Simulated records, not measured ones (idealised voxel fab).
This is a process module. Its name is voxel transistor to metal.
Cross-sectional view cut (width: 205 nm; square cell size: 5 nm).
Heads up, the way a cross-section reads in here is a grid of square cells, handed over as bands from the top down, with every band being one or more rows of cells.
Quick guide to a band line: top height, bottom height (nm) up front; then every material left to right with its width in nm. Only one material and it's marked "everywhere"? Then it fills the band edge to edge. And "air" just means empty space.
Heights from 0 (as-received wafer is one material below). Bottom band endless downward, as "0 down".
The width entry "30 to 40" should be interpreted row by row: the top row of cells in the band takes the first number, the bottom row takes the second number, and the change between adjacent rows is uniform throughout.
"stayed the same" for a step: no cell of the cross-section changed in that step.
So "Enclosed void listing" is basically the list of trapped voids: any empty space of 8 cells or more that can't reach the top through an opening. They're written width x height at distance, the distance being from the left edge, and it's all nm.
Note: text after step settings on the step line = simulator remark on that step.
"overlay nm" answers the question of how far to the right of plan the mask lay on a step that has a mask, and when it is negative the answer is to the left.
So the way this works: pairs, before and after one process step. The after picture only goes down to the lowest band that actually changed, nothing below. Step and its settings are under each pair. And watch out, pairs might come from different runs of this module, same starting wafer though, so a pair only follows on from the one above if its "Incoming profile" entry tells you so.
-- Incoming profile
- 20 to 15 | 70 air, then 20 HfO2, then 25 air, then 20 HfO2, then 70 air
- 15 to 10 | 75 HfO2, then 10 SiN, then 5 HfO2, then 25 air, then 5 HfO2, then 10 SiN, then 75 HfO2
- 10 to 0 | 75 SiO2, then 10 SiN, then 5 HfO2, then 25 air, then 5 HfO2, then 10 SiN, then 75 SiO2
- 0 to -5 | 65 SiO2, then 10 SiGe, then 10 SiN, then 5 HfO2, then 25 air, then 5 HfO2, then 10 SiN, then 10 SiGe, then 65 SiO2
- -5 to -10 | 40 SiO2, then 10 SiN, then 15 SiO2, then 10 SiGe, then 5 SiO2, then 45 HfO2, then 5 SiO2, then 10 SiGe, then 15 SiO2, then 10 SiN, then 40 SiO2
- -10 to -20 | 40 SiO2, then 10 SiN, then 5 SiO2, then 20 SiGe, then 55 Si, then 20 SiGe, then 5 SiO2, then 10 SiN, then 40 SiO2
- -20 to -25 | 55 SiO2, then 95 Si, then 55 SiO2
- -25 to -40 | 50 SiO2, then 105 Si, then 50 SiO2
- -40 down | Si everywhere
- Enclosed void listing: none
-- Post-Step Cross-Section
- 25 to 20 | 65 air, then 30 TiN, then 15 air, then 30 TiN, then 65 air
- 20 to 15 | 70 TiN, then 20 HfO2, then 5 TiN, then 15 air, then 5 TiN, then 20 HfO2, then 70 TiN
- 15 to 10 | 75 HfO2, then 10 SiN, then 5 HfO2, then 5 TiN, then 15 air, then 5 TiN, then 5 HfO2, then 10 SiN, then 75 HfO2
- 10 to 0 | 75 SiO2, then 10 SiN, then 5 HfO2, then 5 TiN, then 15 air, then 5 TiN, then 5 HfO2, then 10 SiN, then 75 SiO2
- 0 to -5 | 65 SiO2, then 10 SiGe, then 10 SiN, then 5 HfO2, then 25 TiN, then 5 HfO2, then 10 SiN, then 10 SiGe, then 65 SiO2
- Below -5, the layers are the same as they were.
- Enclosed void listing: none
Step between the pre-process and post-process cross-sections given above: CONFORMAL_DEP [material TiN] [thk nm 5]
Incoming profile: Please consult the pair immediately above; the cross-section it shows after its step is the state before this step.
-- Post-Step Cross-Section
- 30 to 25 | W everywhere
- 25 to 20 | 65 W, then 30 TiN, then 15 W, then 30 TiN, then 65 W
- 20 to 15 | 70 TiN, then 20 HfO2, then 5 TiN, then 15 W, then 5 TiN, then 20 HfO2, then 70 TiN
- 15 to 10 | 75 HfO2, then 10 SiN, then 5 HfO2, then 5 TiN, then 15 W, then 5 TiN, then 5 HfO2, then 10 SiN, then 75 HfO2
- 10 to 0 | 75 SiO2, then 10 SiN, then 5 HfO2, then 5 TiN, then 15 W, then 5 TiN, then 5 HfO2, then 10 SiN, then 75 SiO2
- Below 0, the layers are the same as they were.
- Enclosed void listing: none
Step between the pre-process and post-process cross-sections given above: FILL_DEP [material W] [thk nm 5]
Incoming profile: Please consult the pair immediately above; the cross-section it shows after its step is the state before this step.
-- Post-Step Cross-Section
- 10 to 0 | 75 SiO2, then 10 SiN, then 5 HfO2, then 5 TiN, then 15 W, then 5 TiN, then 5 HfO2, then 10 SiN, then 75 SiO2
- Below 0, the layers are the same as they were.
- Enclosed void listing: none
Step between the pre-process and post-process cross-sections given above: CMP [height nm 10]
Incoming profile: Please consult the pair immediately above; the cross-section it shows after its step is the state before this step.
-- Post-Step Cross-Section
- 20 to 10 | SiO2 everywhere
- Below 10, the layers are the same as they were.
- Enclosed void listing: none
Step between the pre-process and post-process cross-sections given above: DIRECTIONAL_DEP [material SiO2] [thk nm 10]
Incoming profile: Please consult the pair immediately above; the cross-section it shows after its step is the state before this step.
-- Post-Step Cross-Section
- 20 to 10 | 55 SiO2, then 15 air, then 65 SiO2, then 15 air, then 55 SiO2
- 10 to 0 | 55 SiO2, then 15 air, then 5 SiO2, then 10 SiN, then 5 HfO2, then 5 TiN, then 15 W, then 5 TiN, then 5 HfO2, then 10 SiN, then 5 SiO2, then 15 air, then 55 SiO2
- 0 to -5 | 55 SiO2, then 10 air, then 10 SiGe, then 10 SiN, then 5 HfO2, then 25 TiN, then 5 HfO2, then 10 SiN, then 10 SiGe, then 10 air, then 55 SiO2
- -5 to -10 | 40 SiO2, then 10 SiN, then 5 SiO2, then 10 air, then 10 SiGe, then 5 SiO2, then 45 HfO2, then 5 SiO2, then 10 SiGe, then 10 air, then 5 SiO2, then 10 SiN, then 40 SiO2
- Below -10, the layers are the same as they were.
- Enclosed void listing: none
Step between the pre-process and post-process cross-sections given above: MASKED_ETCH [tone open] [mask id CONTACT] [width nm 15] [pitch nm 80] [etch materials SiO2] [depth nm 30] [overlay nm 0]
Incoming profile: Please consult the pair immediately above; the cross-section it shows after its step is the state before this step.
-- Post-Step Cross-Section
- 25 to 20 | 60 TiN, then 5 air, then 75 TiN, then 5 air, then 60 TiN
- 20 to 10 | 55 SiO2, then 5 TiN, then 5 air, then 5 TiN, then 65 SiO2, then 5 TiN, then 5 air, then 5 TiN, then 55 SiO2
- 10 to 5 | 55 SiO2, then 5 TiN, then 5 air, then 5 TiN, then 5 SiO2, then 10 SiN, then 5 HfO2, then 5 TiN, then 15 W, then 5 TiN, then 5 HfO2, then 10 SiN, then 5 SiO2, then 5 TiN, then 5 air, then 5 TiN, then 55 SiO2
- 5 to 0 | 55 SiO2, then 15 TiN, then 5 SiO2, then 10 SiN, then 5 HfO2, then 5 TiN, then 15 W, then 5 TiN, then 5 HfO2, then 10 SiN, then 5 SiO2, then 15 TiN, then 55 SiO2
- 0 to -5 | 55 SiO2, then 10 TiN, then 10 SiGe, then 10 SiN, then 5 HfO2, then 25 TiN, then 5 HfO2, then 10 SiN, then 10 SiGe, then 10 TiN, then 55 SiO2
- -5 to -10 | 40 SiO2, then 10 SiN, then 5 SiO2, then 10 TiN, then 10 SiGe, then 5 SiO2, then 45 HfO2, then 5 SiO2, then 10 SiGe, then 10 TiN, then 5 SiO2, then 10 SiN, then 40 SiO2
- Below -10, the layers are the same as they were.
- Enclosed void listing: none
Step between the pre-process and post-process cross-sections given above: CONFORMAL_DEP [material TiN] [thk nm 5]
Incoming profile: Please consult the pair immediately above; the cross-section it shows after its step is the state before this step.
-- Post-Step Cross-Section
- 35 to 25 | W everywhere
- 25 to 20 | 60 TiN, then 5 W, then 75 TiN, then 5 W, then 60 TiN
- 20 to 10 | 55 SiO2, then 5 TiN, then 5 W, then 5 TiN, then 65 SiO2, then 5 TiN, then 5 W, then 5 TiN, then 55 SiO2
- 10 to 5 | 55 SiO2, then 5 TiN, then 5 W, then 5 TiN, then 5 SiO2, then 10 SiN, then 5 HfO2, then 5 TiN, then 15 W, then 5 TiN, then 5 HfO2, then 10 SiN, then 5 SiO2, then 5 TiN, then 5 W, then 5 TiN, then 55 SiO2
- Below 5, the layers are the same as they were.
- Enclosed void listing: none
Step between the pre-process and post-process cross-sections given above: FILL_DEP [material W] [thk nm 10]
Incoming profile: Please consult the pair immediately above; the cross-section it shows after its step is the state before this step.
-- Post-Step Cross-Section
- 20 to 10 | 55 SiO2, then 5 TiN, then 5 W, then 5 TiN, then 65 SiO2, then 5 TiN, then 5 W, then 5 TiN, then 55 SiO2
- Below 10, the layers are the same as they were.
- Enclosed void listing: none
Step between the pre-process and post-process cross-sections given above: CMP [height nm 20]
Incoming profile: Please consult the pair immediately above; the cross-section it shows after its step is the state before this step.
-- Post-Step Cross-Section
- 25 to 20 | SiCN everywhere
- Below 20, the layers are the same as they were.
- Enclosed void listing: none
Step between the pre-process and post-process cross-sections given above: CONFORMAL_DEP [material SiCN] [thk nm 5]
Incoming profile: Please consult the pair immediately above; the cross-section it shows after its step is the state before this step.
-- Post-Step Cross-Section
- 45 to 25 | SiO2 everywhere
- Below 25, the layers are the same as they were.
- Enclosed void listing: none
Step between the pre-process and post-process cross-sections given above: DIRECTIONAL_DEP [material SiO2] [thk nm 20]
Incoming profile: Please consult the pair immediately above; the cross-section it shows after its step is the state before this step.
-- Post-Step Cross-Section
- 60 to 45 | aC everywhere
- Below 45, the layers are the same as they were.
- Enclosed void listing: none
Step between the pre-process and post-process cross-sections given above: DIRECTIONAL_DEP [material aC] [thk nm 15]
Incoming profile: Please consult the pair immediately above; the cross-section it shows after its step is the state before this step.
-- Post-Step Cross-Section
- 90 to 60 | 55 resist, then 15 air, then 65 resist, then 15 air, then 55 resist
- Below 60, the layers are the same as they were.
- Enclosed void listing: none
Step between the pre-process and post-process cross-sections given above: PATTERN [tone open] [mask id METAL_1] [material resist] [width nm 15] [pitch nm 80] [thk nm 30] [overlay nm 0]
Incoming profile: Please consult the pair immediately above; the cross-section it shows after its step is the state before this step.
-- Post-Step Cross-Section
- 75 to 60 | 55 resist, then 15 air, then 65 resist, then 15 air, then 55 resist
- 60 to 45 | 55 aC, then 15 air, then 65 aC, then 15 air, then 55 aC
- Below 45, the layers are the same as they were.
- Enclosed void listing: none
Step between the pre-process and post-process cross-sections given above: DIRECTIONAL_ETCH [etch materials aC] [depth nm 15]
Incoming profile: Please consult the pair immediately above; the cross-section it shows after its step is the state before this step.
-- Post-Step Cross-Section
- 60 to 45 | 55 aC, then 15 air, then 65 aC, then 15 air, then 55 aC
- Below 45, the layers are the same as they were.
- Enclosed void listing: none
Step between the pre-process and post-process cross-sections given above: STRIP [etch materials resist]
Incoming profile: Please consult the pair immediately above; the cross-section it shows after its step is the state before this step.
-- Post-Step Cross-Section
- 60 to 45 | 55 aC, then 15 air, then 65 aC, then 15 air, then 55 aC
- 45 to 25 | 55 SiO2, then 15 air, then 65 SiO2, then 15 air, then 55 SiO2
- Below 25, the layers are the same as they were.
- Enclosed void listing: none
Step between the pre-process and post-process cross-sections given above: DIRECTIONAL_ETCH [etch materials SiO2] [depth nm 20]
Incoming profile: Please consult the pair immediately above; the cross-section it shows after its step is the state before this step.
-- Post-Step Cross-Section
- 60 to 45 | 55 aC, then 15 air, then 65 aC, then 15 air, then 55 aC
- 45 to 25 | 55 SiO2, then 15 air, then 65 SiO2, then 15 air, then 55 SiO2
- 25 to 20 | 55 SiCN, then 15 air, then 65 SiCN, then 15 air, then 55 SiCN
- Below 20, the layers are the same as they were.
- Enclosed void listing: none
Step between the pre-process and post-process cross-sections given above: DIRECTIONAL_ETCH [etch materials SiCN] [depth nm 5]
Incoming profile: Please consult the pair immediately above; the cross-section it shows after its step is the state before this step.
-- Post-Step Cross-Section
- 45 to 25 | 55 SiO2, then 15 air, then 65 SiO2, then 15 air, then 55 SiO2
- Below 25, the layers are the same as they were.
- Enclosed void listing: none
Step between the pre-process and post-process cross-sections given above: STRIP [etch materials aC]
Incoming profile: Please consult the pair immediately above; the cross-section it shows after its step is the state before this step.
-- Post-Step Cross-Section
- 50 to 45 | 60 TiN, then 5 air, then 75 TiN, then 5 air, then 60 TiN
- 45 to 25 | 55 SiO2, then 5 TiN, then 5 air, then 5 TiN, then 65 SiO2, then 5 TiN, then 5 air, then 5 TiN, then 55 SiO2
- 25 to 20 | 55 SiCN, then 15 TiN, then 65 SiCN, then 15 TiN, then 55 SiCN
- Below 20, the layers are the same as they were.
- Enclosed void listing: none
Step between the pre-process and post-process cross-sections given above: CONFORMAL_DEP [material TiN] [thk nm 5]
Incoming profile: Please consult the pair immediately above; the cross-section it shows after its step is the state before this step.
-- Post-Step Cross-Section
- 55 to 50 | W everywhere
- 50 to 45 | 60 TiN, then 5 W, then 75 TiN, then 5 W, then 60 TiN
- 45 to 25 | 55 SiO2, then 5 TiN, then 5 W, then 5 TiN, then 65 SiO2, then 5 TiN, then 5 W, then 5 TiN, then 55 SiO2
- Below 25, the layers are the same as they were.
- Enclosed void listing: none
Step between the pre-process and post-process cross-sections given above: FILL_DEP [material W] [thk nm 5]
Incoming profile: Please consult the pair immediately above; the cross-section it shows after its step is the state before this step.
-- Post-Step Cross-Section
- 45 to 25 | 55 SiO2, then 5 TiN, then 5 W, then 5 TiN, then 65 SiO2, then 5 TiN, then 5 W, then 5 TiN, then 55 SiO2
- Below 25, the layers are the same as they were.
- Enclosed void listing: none
Step between the pre-process and post-process cross-sections given above: CMP [height nm 45]
Incoming profile: Please consult the pair immediately above; the cross-section it shows after its step is the state before this step.
-- Post-Step Cross-Section
- 50 to 45 | 50 air, then 25 Ru, then 55 air, then 25 Ru, then 50 air
- Below 45, the layers are the same as they were.
- Enclosed void listing: none
Step between the pre-process and post-process cross-sections given above: EPI [material Ru] [thk nm 5]
Incoming profile: Please consult the pair immediately above; the cross-section it shows after its step is the state before this step.
-- Post-Step Cross-Section
- 55 to 50 | SiCN everywhere
- 50 to 45 | 50 SiCN, then 25 Ru, then 55 SiCN, then 25 Ru, then 50 SiCN
- Below 45, the layers are the same as they were.
- Enclosed void listing: none
Step between the pre-process and post-process cross-sections given above: FILL_DEP [material SiCN] [thk nm 5]
Incoming profile: Please consult the pair immediately above; the cross-section it shows after its step is the state before this step.
-- Post-Step Cross-Section
- 80 to 55 | SiO2 everywhere
- Below 55, the layers are the same as they were.
- Enclosed void listing: none
Step between the pre-process and post-process cross-sections given above: DIRECTIONAL_DEP [material SiO2] [thk nm 25]
Incoming profile: Please consult the pair immediately above; the cross-section it shows after its step is the state before this step.
-- Post-Step Cross-Section
- 95 to 80 | aC everywhere
- Below 80, the layers are the same as they were.
- Enclosed void listing: none
Step between the pre-process and post-process cross-sections given above: DIRECTIONAL_DEP [material aC] [thk nm 15]
Incoming profile: Please consult the pair immediately above; the cross-section it shows after its step is the state before this step.
-- Post-Step Cross-Section
- 130 to 95 | 55 resist, then 15 air, then 65 resist, then 15 air, then 55 resist
- Below 95, the layers are the same as they were.
- Enclosed void listing: none
Step between the pre-process and post-process cross-sections given above: PATTERN [tone open] [mask id METAL_2] [material resist] [width nm 15] [pitch nm 80] [thk nm 35] [overlay nm 0]
Incoming profile: Please consult the pair immediately above; the cross-section it shows after its step is the state before this step.
-- Post-Step Cross-Section
- 115 to 95 | 55 resist, then 15 air, then 65 resist, then 15 air, then 55 resist
- 95 to 80 | 55 aC, then 15 air, then 65 aC, then 15 air, then 55 aC
- Below 80, the layers are the same as they were.
- Enclosed void listing: none
Step between the pre-process and post-process cross-sections given above: DIRECTIONAL_ETCH [etch materials aC] [depth nm 15]
Incoming profile: Please consult the pair immediately above; the cross-section it shows after its step is the state before this step.
-- Post-Step Cross-Section
- 95 to 80 | 55 aC, then 15 air, then 65 aC, then 15 air, then 55 aC
- Below 80, the layers are the same as they were.
- Enclosed void listing: none
Step between the pre-process and post-process cross-sections given above: STRIP [etch materials resist]
Incoming profile: Please consult the pair immediately above; the cross-section it shows after its step is the state before this step.
-- Post-Step Cross-Section
- 95 to 80 | 55 aC, then 15 air, then 65 aC, then 15 air, then 55 aC
- 80 to 65 | 55 SiO2, then 15 air, then 65 SiO2, then 15 air, then 55 SiO2
- Below 65, the layers are the same as they were.
- Enclosed void listing: none
Step between the pre-process and post-process cross-sections given above: DIRECTIONAL_ETCH [etch materials SiO2] [depth nm 15]
Incoming profile: Please consult the pair immediately above; the cross-section it shows after its step is the state before this step.
-- Post-Step Cross-Section
- 80 to 65 | 55 SiO2, then 15 air, then 65 SiO2, then 15 air, then 55 SiO2
- Below 65, the layers are the same as they were.
- Enclosed void listing: none
Step between the pre-process and post-process cross-sections given above: STRIP [etch materials aC]
Incoming profile: Please consult the pair immediately above; the cross-section it shows after its step is the state before this step.
-- Post-Step Cross-Section
- 100 to 80 | 55 resist, then 15 air, then 65 resist, then 15 air, then 55 resist
- Below 80, the layers are the same as they were.
- Enclosed void listing: none
Step between the pre-process and post-process cross-sections given above: PATTERN [tone open] [mask id METAL_2_HOLES] [material resist] [width nm 15] [pitch nm 80] [thk nm 20] [overlay nm 0]
Incoming profile: Please consult the pair immediately above; the cross-section it shows after its step is the state before this step.
-- Post-Step Cross-Section
- 100 to 80 | 55 resist, then 15 air, then 65 resist, then 15 air, then 55 resist
- 80 to 55 | 55 SiO2, then 15 air, then 65 SiO2, then 15 air, then 55 SiO2
- Below 55, the layers are the same as they were.
- Enclosed void listing: none
Step between the pre-process and post-process cross-sections given above: DIRECTIONAL_ETCH [etch materials SiO2] [depth nm 10]
Incoming profile: Please consult the pair immediately above; the cross-section it shows after its step is the state before this step.
-- Post-Step Cross-Section
- 100 to 80 | 55 resist, then 15 air, then 65 resist, then 15 air, then 55 resist
- 80 to 55 | 55 SiO2, then 15 air, then 65 SiO2, then 15 air, then 55 SiO2
- 55 to 50 | 55 SiCN, then 15 air, then 65 SiCN, then 15 air, then 55 SiCN
- Below 50, the layers are the same as they were.
- Enclosed void listing: none
Step between the pre-process and post-process cross-sections given above: DIRECTIONAL_ETCH [etch materials SiCN] [depth nm 5]
Incoming profile: Please consult the pair immediately above; the cross-section it shows after its step is the state before this step.
-- Post-Step Cross-Section
- 80 to 55 | 55 SiO2, then 15 air, then 65 SiO2, then 15 air, then 55 SiO2
- Below 55, the layers are the same as they were.
- Enclosed void listing: none
Step between the pre-process and post-process cross-sections given above: STRIP [etch materials resist]
Incoming profile: Please consult the pair immediately above; the cross-section it shows after its step is the state before this step.
-- Post-Step Cross-Section
- 85 to 80 | 60 TiN, then 5 air, then 75 TiN, then 5 air, then 60 TiN
- 80 to 55 | 55 SiO2, then 5 TiN, then 5 air, then 5 TiN, then 65 SiO2, then 5 TiN, then 5 air, then 5 TiN, then 55 SiO2
- 55 to 50 | 55 SiCN, then 15 TiN, then 65 SiCN, then 15 TiN, then 55 SiCN
- Below 50, the layers are the same as they were.
- Enclosed void listing: none
Step between the pre-process and post-process cross-sections given above: CONFORMAL_DEP [material TiN] [thk nm 5]
Incoming profile: Please consult the pair immediately above; the cross-section it shows after its step is the state before this step.
-- Post-Step Cross-Section
- 90 to 85 | Ru everywhere
- 85 to 80 | 60 TiN, then 5 Ru, then 75 TiN, then 5 Ru, then 60 TiN
- 80 to 55 | 55 SiO2, then 5 TiN, then 5 Ru, then 5 TiN, then 65 SiO2, then 5 TiN, then 5 Ru, then 5 TiN, then 55 SiO2
- Below 55, the layers are the same as they were.
- Enclosed void listing: none
Step between the pre-process and post-process cross-sections given above: FILL_DEP [material Ru] [thk nm 5]
Incoming profile: Please consult the pair immediately above; the cross-section it shows after its step is the state before this step.
-- Post-Step Cross-Section
- 80 to 55 | 55 SiO2, then 5 TiN, then 5 Ru, then 5 TiN, then 65 SiO2, then 5 TiN, then 5 Ru, then 5 TiN, then 55 SiO2
- Below 55, the layers are the same as they were.
- Enclosed void listing: none
Step between the pre-process and post-process cross-sections given above: CMP [height nm 80]
Incoming profile: Please consult the pair immediately above; the cross-section it shows after its step is the state before this step.
-- Post-Step Cross-Section
- 85 to 80 | SiCN everywhere
- Below 80, the layers are the same as they were.
- Enclosed void listing: none
Step between the pre-process and post-process cross-sections given above: CONFORMAL_DEP [material SiCN] [thk nm 5]
-- Incoming profile
- 15 to 0 | 50 SiO2, then 105 SiN, then 50 SiO2
- 0 to -5 | SiO2 everywhere
- -5 to -40 | 50 SiO2, then 105 Si, then 50 SiO2
- -40 down | Si everywhere
- Enclosed void listing: none
-- Post-Step Cross-Section
- 15 to 0 | 50 SiO2, then 105 air, then 50 SiO2
- Below 0, the layers are the same as they were.
- Enclosed void listing: none
Step between the pre-process and post-process cross-sections given above: STRIP [etch materials SiN]
Incoming profile: Please consult the pair immediately above; the cross-section it shows after its step is the state before this step.
-- Post-Step Cross-Section
- 0 to -5 | 35 SiO2, then 135 air, then 35 SiO2
- -5 to -15 | 35 SiO2, then 15 air, then 105 Si, then 15 air, then 35 SiO2
- Below -15, the layers are the same as they were.
- Enclosed void listing: none
Step between the pre-process and post-process cross-sections given above: SELECTIVE_ETCH [etch materials SiO2] [depth nm 15]
Incoming profile: Please consult the pair immediately above; the cross-section it shows after its step is the state before this step.
-- Post-Step Cross-Section
- -5 to -20 | 30 SiO2, then 20 air, then 105 Si, then 20 air, then 30 SiO2
- Below -20, the layers are the same as they were.
- Enclosed void listing: none
Step between the pre-process and post-process cross-sections given above: SELECTIVE_ETCH [etch materials SiO2] [depth nm 5]
Incoming profile: Please consult the pair immediately above; the cross-section it shows after its step is the state before this step.
-- Post-Step Cross-Section
- -5 to -10 | 30 SiO2, then 20 air, then 105 SiO2, then 20 air, then 30 SiO2
- -10 to -20 | 30 SiO2, then 20 air, then 5 SiO2, then 95 Si, then 5 SiO2, then 20 air, then 30 SiO2
- -20 to -25 | 55 SiO2, then 95 Si, then 55 SiO2
- Below -25, the layers are the same as they were.
- Enclosed void listing: none
Step between the pre-process and post-process cross-sections given above: OXIDIZE [depth nm 5]
Incoming profile: Please consult the pair immediately above; the cross-section it shows after its step is the state before this step.
-- Post-Step Cross-Section
- 15 to 0 | 30 polySi, then 20 air, then 105 polySi, then 20 air, then 30 polySi
- 0 to -5 | polySi everywhere
- -5 to -10 | 30 SiO2, then 20 polySi, then 105 SiO2, then 20 polySi, then 30 SiO2
- -10 to -20 | 30 SiO2, then 20 polySi, then 5 SiO2, then 95 Si, then 5 SiO2, then 20 polySi, then 30 SiO2
- Below -20, the layers are the same as they were.
- Enclosed void listing: none
Step between the pre-process and post-process cross-sections given above: DIRECTIONAL_DEP [material polySi] [thk nm 20]
Incoming profile: Please consult the pair immediately above; the cross-section it shows after its step is the state before this step.
-- Post-Step Cross-Section
- 30 to 15 | 30 SiCN, then 20 air, then 105 SiCN, then 20 air, then 30 SiCN
- 15 to 0 | 30 polySi, then 20 SiCN, then 105 polySi, then 20 SiCN, then 30 polySi
- Below 0, the layers are the same as they were.
- Enclosed void listing: none
Step between the pre-process and post-process cross-sections given above: DIRECTIONAL_DEP [material SiCN] [thk nm 15]
Incoming profile: Please consult the pair immediately above; the cross-section it shows after its step is the state before this step.
-- Post-Step Cross-Section
- 30 to 15 | 85 air, then 35 SiCN, then 85 air
- 15 to 0 | 30 polySi, then 20 air, then 105 polySi, then 20 air, then 30 polySi
- Below 0, the layers are the same as they were.
- Enclosed void listing: none
Step between the pre-process and post-process cross-sections given above: MASKED_ETCH [tone cover] [mask id GATE] [width nm 35] [etch materials SiCN] [depth nm 25] [overlay nm 0]
Incoming profile: Please consult the pair immediately above; the cross-section it shows after its step is the state before this step.
-- Post-Step Cross-Section
- 30 to 15 | 85 air, then 35 SiCN, then 85 air
- 15 to -5 | 85 air, then 35 polySi, then 85 air
- -5 to -10 | 30 SiO2, then 20 air, then 105 SiO2, then 20 air, then 30 SiO2
- -10 to -20 | 30 SiO2, then 20 air, then 5 SiO2, then 95 Si, then 5 SiO2, then 20 air, then 30 SiO2
- Below -20, the layers are the same as they were.
- Enclosed void listing: none
Step between the pre-process and post-process cross-sections given above: MASKED_ETCH [tone cover] [mask id GATE] [width nm 35] [etch materials polySi] [depth nm 30] [overlay nm 0]
Incoming profile: Please consult the pair immediately above; the cross-section it shows after its step is the state before this step.
-- Post-Step Cross-Section
- 40 to 30 | 75 air, then 55 SiN, then 75 air
- 30 to 15 | 75 air, then 10 SiN, then 35 SiCN, then 10 SiN, then 75 air
- 15 to 5 | 75 air, then 10 SiN, then 35 polySi, then 10 SiN, then 75 air
- 5 to -5 | 85 SiN, then 35 polySi, then 85 SiN
- -5 to -10 | 30 SiO2, then 20 SiN, then 105 SiO2, then 20 SiN, then 30 SiO2
- -10 to -20 | 30 SiO2, then 20 SiN, then 5 SiO2, then 95 Si, then 5 SiO2, then 20 SiN, then 30 SiO2
- Below -20, the layers are the same as they were.
- Enclosed void listing: none
Step between the pre-process and post-process cross-sections given above: CONFORMAL_DEP [material SiN] [thk nm 10]
Incoming profile: Please consult the pair immediately above; the cross-section it shows after its step is the state before this step.
-- Post-Step Cross-Section
- 30 to 15 | 75 air, then 10 SiN, then 35 SiCN, then 10 SiN, then 75 air
- 15 to -5 | 75 air, then 10 SiN, then 35 polySi, then 10 SiN, then 75 air
- Below -5, the layers are the same as they were.
- Enclosed void listing: none
Step between the pre-process and post-process cross-sections given above: DIRECTIONAL_ETCH [etch materials SiN] [depth nm 10]
Incoming profile: Please consult the pair immediately above; the cross-section it shows after its step is the state before this step.
-- Post-Step Cross-Section
- 30 to 15 | 75 air, then 10 SiN, then 35 SiCN, then 10 SiN, then 75 air
- 15 to -5 | 75 air, then 10 SiN, then 35 polySi, then 10 SiN, then 75 air
- -5 to -10 | 30 air, then 20 SiN, then 25 air, then 55 SiO2, then 25 air, then 20 SiN, then 30 air
- Below -10, the layers are the same as they were.
- Enclosed void listing: none
Step between the pre-process and post-process cross-sections given above: DIRECTIONAL_ETCH [etch materials SiO2] [depth nm 5]
Incoming profile: Please consult the pair immediately above; the cross-section it shows after its step is the state before this step.
-- Post-Step Cross-Section
- 30 to 15 | 75 air, then 10 SiN, then 35 SiCN, then 10 SiN, then 75 air
- 15 to -5 | 75 air, then 10 SiN, then 35 polySi, then 10 SiN, then 75 air
- -5 to -10 | 30 air, then 20 SiN, then 25 air, then 55 SiO2, then 25 air, then 20 SiN, then 30 air
- -10 to -20 | 30 SiO2, then 20 SiN, then 5 SiO2, then 20 air, then 55 Si, then 20 air, then 5 SiO2, then 20 SiN, then 30 SiO2
- Below -20, the layers are the same as they were.
- Enclosed void listing: none
Step between the pre-process and post-process cross-sections given above: DIRECTIONAL_ETCH [etch materials Si] [depth nm 10]
Incoming profile: Please consult the pair immediately above; the cross-section it shows after its step is the state before this step.
-- Post-Step Cross-Section
- 30 to 15 | 75 air, then 10 SiN, then 35 SiCN, then 10 SiN, then 75 air
- 15 to 0 | 75 air, then 10 SiN, then 35 polySi, then 10 SiN, then 75 air
- 0 to -5 | 65 air, then 10 SiGe, then 10 SiN, then 35 polySi, then 10 SiN, then 10 SiGe, then 65 air
- -5 to -10 | 30 air, then 20 SiN, then 15 air, then 10 SiGe, then 55 SiO2, then 10 SiGe, then 15 air, then 20 SiN, then 30 air
- -10 to -20 | 30 SiO2, then 20 SiN, then 5 SiO2, then 20 SiGe, then 55 Si, then 20 SiGe, then 5 SiO2, then 20 SiN, then 30 SiO2
- Below -20, the layers are the same as they were.
- Enclosed void listing: none
Step between the pre-process and post-process cross-sections given above: EPI [material SiGe] [thk nm 10]
Incoming profile: Please consult the pair immediately above; the cross-section it shows after its step is the state before this step.
-- Post-Step Cross-Section
- 35 to 30 | SiO2 everywhere
- 30 to 15 | 75 SiO2, then 10 SiN, then 35 SiCN, then 10 SiN, then 75 SiO2
- 15 to 0 | 75 SiO2, then 10 SiN, then 35 polySi, then 10 SiN, then 75 SiO2
- 0 to -5 | 65 SiO2, then 10 SiGe, then 10 SiN, then 35 polySi, then 10 SiN, then 10 SiGe, then 65 SiO2
- -5 to -10 | 30 SiO2, then 20 SiN, then 15 SiO2, then 10 SiGe, then 55 SiO2, then 10 SiGe, then 15 SiO2, then 20 SiN, then 30 SiO2
- Below -10, the layers are the same as they were.
- Enclosed void listing: none
Step between the pre-process and post-process cross-sections given above: FILL_DEP [material SiO2] [thk nm 5]
Incoming profile: Please consult the pair immediately above; the cross-section it shows after its step is the state before this step.
-- Post-Step Cross-Section
- 15 to 0 | 75 SiO2, then 10 SiN, then 35 polySi, then 10 SiN, then 75 SiO2
- Below 0, the layers are the same as they were.
- Enclosed void listing: none
Step between the pre-process and post-process cross-sections given above: CMP [height nm 15]
Incoming profile: Please consult the pair immediately above; the cross-section it shows after its step is the state before this step.
-- Post-Step Cross-Section
- 15 to 0 | 75 SiO2, then 10 SiN, then 35 air, then 10 SiN, then 75 SiO2
- 0 to -5 | 65 SiO2, then 10 SiGe, then 10 SiN, then 35 air, then 10 SiN, then 10 SiGe, then 65 SiO2
- Below -5, the layers are the same as they were.
- Enclosed void listing: none
Step between the pre-process and post-process cross-sections given above: STRIP [etch materials polySi]
Incoming profile: Please consult the pair immediately above; the cross-section it shows after its step is the state before this step.
-- Post-Step Cross-Section
- 15 to 10 | 75 air, then 10 SiN, then 35 air, then 10 SiN, then 75 air
- 10 to 0 | 75 SiO2, then 10 SiN, then 35 air, then 10 SiN, then 75 SiO2
- 0 to -5 | 65 SiO2, then 10 SiGe, then 10 SiN, then 35 air, then 10 SiN, then 10 SiGe, then 65 SiO2
- -5 to -10 | 30 SiO2, then 20 SiN, then 15 SiO2, then 10 SiGe, then 5 SiO2, then 45 air, then 5 SiO2, then 10 SiGe, then 15 SiO2, then 20 SiN, then 30 SiO2
- Below -10, the layers are the same as they were.
- Enclosed void listing: none
Step between the pre-process and post-process cross-sections given above: SELECTIVE_ETCH [etch materials SiO2] [depth nm 5]
Incoming profile: Please consult the pair immediately above; the cross-section it shows after its step is the state before this step.
-- Post-Step Cross-Section
- 20 to 15 | 70 air, then 20 HfO2, then 25 air, then 20 HfO2, then 70 air
- 15 to 10 | 75 HfO2, then 10 SiN, then 5 HfO2, then 25 air, then 5 HfO2, then 10 SiN, then 75 HfO2
- 10 to 0 | 75 SiO2, then 10 SiN, then 5 HfO2, then 25 air, then 5 HfO2, then 10 SiN, then 75 SiO2
- 0 to -5 | 65 SiO2, then 10 SiGe, then 10 SiN, then 5 HfO2, then 25 air, then 5 HfO2, then 10 SiN, then 10 SiGe, then 65 SiO2
- -5 to -10 | 30 SiO2, then 20 SiN, then 15 SiO2, then 10 SiGe, then 5 SiO2, then 45 HfO2, then 5 SiO2, then 10 SiGe, then 15 SiO2, then 20 SiN, then 30 SiO2
- Below -10, the layers are the same as they were.
- Enclosed void listing: none
Step between the pre-process and post-process cross-sections given above: CONFORMAL_DEP [material HfO2] [thk nm 5]
